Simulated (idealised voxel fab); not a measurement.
Presented below is a process module, voxel plated lines.
Shown is cross-section cut, with a width of 290 nm and square cells of size 5 nm.
Cross-section format: a grid of square cells, given as bands from top to bottom; each band is one or more rows of cells. Top height, bottom height, nm. Materials left to right, width each, nm. Single material + "all across" = fills band edge to edge. "air" = empty. Basically, 0 is our baseline, since under it the wafer straight out of the box is all one material. The bottom band has no lower end and keeps on going down, so it looks like "0 nm and below". Width spec "30..40" -> top row of cells at first value, bottom row at second value, equal per-row change in between. The designation "nothing was modified", where it is given for a processing step, indicates that no cell of the cross-section was altered in the course of that step. Each empty space that has no open way to the top and spans at least 8 cells appears under "Closed-off voids" as width x height at distance, the distance counted from the left edge, all in nm. On a step's line, text after the settings is the simulator commenting on that step. The "overlay nm" setting may appear on a step's line; for a step that uses a mask, it gives how far to the right of its planned position the mask lay, and a negative value indicates the left.

## The following list gives the planned process steps
1) RECEIVE, material Si
2) CONFORMAL_DEP, material SiN, thk nm 5
3) DIRECTIONAL_DEP, material TiN, thk nm 5
4) PATTERN, tone open, mask id LINES, material resist, width nm 15, pitch nm 40, thk nm 30, overlay nm 0
5) EPI, material Ru, thk nm 10
6) EPI, material Ru, thk nm 10
7) STRIP, etch materials resist
8) DIRECTIONAL_ETCH, etch materials TiN, depth nm 5
9) CONFORMAL_DEP, material SiO2, thk nm 5

## Received-state cross-section, reflecting completion of step 1
  0 nm and below: Si all across
  Closed-off voids: none

## First of two wafers at the end of the module, shown in cross-section; run carried out as planned
  35 nm to 30 nm: air 110 nm | SiO2 25 nm | air 15 nm | SiO2 25 nm | air 115 nm
  30 nm to 10 nm: air 110 nm | SiO2 5 nm | Ru 15 nm | SiO2 5 nm | air 15 nm | SiO2 5 nm | Ru 15 nm | SiO2 5 nm | air 115 nm
  10 nm to 5 nm: SiO2 115 nm | TiN 15 nm | SiO2 25 nm | TiN 15 nm | SiO2 120 nm
  5 nm to 0 nm: SiN all across
  0 nm and below: Si all across
  Closed-off voids: none

## Second of two wafers, module complete, sectioned: it shares the first wafer's start and plan but was run with one mistake
  35 nm to 30 nm: air 105 nm | SiO2 35 nm | air 5 nm | SiO2 35 nm | air 110 nm
  30 nm to 10 nm: air 105 nm | SiO2 5 nm | Ru 25 nm | SiO2 5 nm | air 5 nm | SiO2 5 nm | Ru 25 nm | SiO2 5 nm | air 110 nm
  10 nm to 5 nm: SiO2 110 nm | TiN 25 nm | SiO2 15 nm | TiN 25 nm | SiO2 115 nm
  5 nm to 0 nm: SiN all across
  0 nm and below: Si all across
  Closed-off voids: none
The plan and the run diverged here: step 4 was run on a setting that differed from the plan, and what really ran there is PATTERN, tone open, mask id LINES, material resist, width nm 25, pitch nm 40, thk nm 30, overlay nm 0
Bottom line after processing is that, in cells, the second wafer is up or down on some materials versus the first: +16 Ru | +4 TiN
